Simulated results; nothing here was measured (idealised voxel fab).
The following is a process module called voxel capacitor over wiring.
Displayed cross-section: cut, width of 190 nm, square cells sized 5 nm.
Square cells in a grid make up a cross-section in this document, and the grid is given as bands, listed from the top down, each one or more rows of cells.
Heads up on the band format: heights come first, top then bottom, in nm. After that it's the materials left to right, each with its width in nm. A single material flagged "throughout" fills the whole band edge to edge, and "air" means there's empty space there.
Note: height 0 marks the level under which the wafer is uniformly one material as received. Lowest band unbounded below, written "z 0 and below".
The notation "30..40" denotes a width that varies across the rows of cells in the band, beginning at the first number in the top row, finishing at the second number in the bottom row, and changing by an identical amount from each row to the next.
Key: "identical to before" - step with no changed cell in the cross-section.
"Closed cavity list" specifies each empty space that is not open to the top and that occupies no fewer than 8 cells, using the form width x height at distance, the distance measured from the left edge and all three quantities in nm.
Text after the settings on a step's line: the simulator's own remark on that step.
On any step carrying a mask, the "overlay nm" setting, if present on the step's line, tells how far right of its planned place the mask lay; negative values point to the left.

Planned process steps:
step 1: op RECEIVE | material Si
step 2: op CONFORMAL_DEP | material SiO2 | thk nm 15
step 3: op DIRECTIONAL_DEP | material TiN | thk nm 5
step 4: op DIRECTIONAL_DEP | material Ru | thk nm 20
step 5: op PATTERN | tone cover | mask id METAL_1 | material resist | width nm 25 | pitch nm 95 | thk nm 20 | overlay nm 0
step 6: op DIRECTIONAL_ETCH | etch materials Ru | depth nm 20
step 7: op DIRECTIONAL_ETCH | etch materials TiN | depth nm 5
step 8: op STRIP | etch materials resist
step 9: op CONFORMAL_DEP | material SiN | thk nm 5
step 10: op FILL_DEP | material SiO2 | thk nm 5
step 11: op CMP | height nm 40
step 12: op CONFORMAL_DEP | material SiCN | thk nm 5
step 13: op DIRECTIONAL_DEP | material SiO2 | thk nm 15
step 14: op DIRECTIONAL_DEP | material aC | thk nm 15
step 15: op PATTERN | tone open | mask id PLUG_1 | material resist | width nm 15 | thk nm 30 | overlay nm 0
step 16: op DIRECTIONAL_ETCH | etch materials aC | depth nm 15
step 17: op STRIP | etch materials resist
step 18: op DIRECTIONAL_ETCH | etch materials SiO2 | depth nm 15
step 19: op DIRECTIONAL_ETCH | etch materials SiCN | depth nm 5
step 20: op STRIP | etch materials aC
step 21: op CONFORMAL_DEP | material TiN | thk nm 5
step 22: op FILL_DEP | material W | thk nm 5
step 23: op CMP | height nm 60
step 24: op DIRECTIONAL_DEP | material TiN | thk nm 10
step 25: op DIRECTIONAL_DEP | material HfO2 | thk nm 5
step 26: op DIRECTIONAL_DEP | material TiN | thk nm 10
step 27: op PATTERN | tone cover | mask id UPPER_PLATE | material resist | width nm 75 | thk nm 15 | overlay nm 0
step 28: op DIRECTIONAL_ETCH | etch materials TiN | depth nm 10
step 29: op DIRECTIONAL_ETCH | etch materials HfO2 | depth nm 5
step 30: op STRIP | etch materials resist
step 31: op PATTERN | tone cover | mask id LOWER_PLATE | material resist | width nm 85 | thk nm 15 | overlay nm 0
step 32: op DIRECTIONAL_ETCH | etch materials TiN | depth nm 10
step 33: op STRIP | etch materials resist
step 34: op FILL_DEP | material SiO2 | thk nm 20
step 35: op CMP | height nm 100
step 36: op DIRECTIONAL_DEP | material aC | thk nm 15
step 37: op PATTERN | tone open | mask id PLUG_2 | material resist | width nm 15 | thk nm 30 | overlay nm 0
step 38: op DIRECTIONAL_ETCH | etch materials aC | depth nm 15
step 39: op STRIP | etch materials resist
step 40: op DIRECTIONAL_ETCH | etch materials SiO2 | depth nm 15
step 41: op STRIP | etch materials aC
step 42: op CONFORMAL_DEP | material TiN | thk nm 5
step 43: op FILL_DEP | material Cu | thk nm 10
step 44: op CMP | height nm 100
step 45: op CONFORMAL_DEP | material SiCN | thk nm 5

As-received state of the wafer in cross-section, equivalent to post-step 1:
> z 0 and below | Si throughout
> Closed cavity list: none

Here's the cross-section of the first of our two wafers at the end of the module - it ran as planned:
> z 105 to 100 | SiCN throughout
> z 100 to 90 | SiO2 55 nm, then TiN 5 nm, then Cu 5 nm, then TiN 5 nm, then SiO2 120 nm
> z 90 to 85 | SiO2 55 nm, then TiN 15 nm, then SiO2 120 nm
> z 85 to 75 | SiO2 45 nm, then TiN 75 nm, then SiO2 70 nm
> z 75 to 70 | SiO2 45 nm, then HfO2 75 nm, then SiO2 70 nm
> z 70 to 60 | SiO2 40 nm, then TiN 85 nm, then SiO2 65 nm
> z 60 to 45 | SiO2 45 nm, then TiN 5 nm, then W 5 nm, then TiN 5 nm, then SiO2 130 nm
> z 45 to 40 | SiCN 45 nm, then TiN 15 nm, then SiCN 130 nm
> z 40 to 20 | SiO2 30 nm, then SiN 5 nm, then Ru 25 nm, then SiN 5 nm, then SiO2 60 nm, then SiN 5 nm, then Ru 25 nm, then SiN 5 nm, then SiO2 30 nm
> z 20 to 15 | SiN 35 nm, then TiN 25 nm, then SiN 70 nm, then TiN 25 nm, then SiN 35 nm
> z 15 to 0 | SiO2 throughout
> z 0 and below | Si throughout
> Closed cavity list: none

Cross-section of the latter of the two wafers at module completion. It had an identical start and an identical plan to the former; in running it, one mistake was made:
> z 105 to 100 | SiCN throughout
> z 100 to 90 | SiO2 55 nm, then TiN 5 nm, then Cu 5 nm, then TiN 5 nm, then SiO2 120 nm
> z 90 to 85 | SiO2 55 nm, then TiN 15 nm, then SiO2 120 nm
> z 85 to 75 | SiO2 45 nm, then TiN 75 nm, then SiO2 70 nm
> z 75 to 70 | SiO2 45 nm, then HfO2 75 nm, then SiO2 70 nm
> z 70 to 60 | SiO2 40 nm, then TiN 85 nm, then SiO2 65 nm
> z 60 to 45 | SiO2 45 nm, then TiN 5 nm, then W 5 nm, then TiN 5 nm, then SiO2 130 nm
> z 45 to 40 | SiCN 45 nm, then TiN 15 nm, then SiCN 130 nm
> z 40 to 35 | SiO2 30 nm, then SiN 35 nm, then SiO2 60 nm, then SiN 35 nm, then SiO2 30 nm
> z 35 to 20 | SiO2 30 nm, then SiN 5 nm, then Ru 25 nm, then SiN 5 nm, then SiO2 60 nm, then SiN 5 nm, then Ru 25 nm, then SiN 5 nm, then SiO2 30 nm
> z 20 to 15 | SiN 35 nm, then Ru 25 nm, then SiN 70 nm, then Ru 25 nm, then SiN 35 nm
> z 15 to 0 | SiO2 throughout
> z 0 and below | Si throughout
> Closed cavity list: none
What was the processing mistake? step 3 of the plan was omitted and not executed
Bottom line after processing is that, in cells, the second wafer is up or down on some materials versus the first: SiN +10, TiN -10
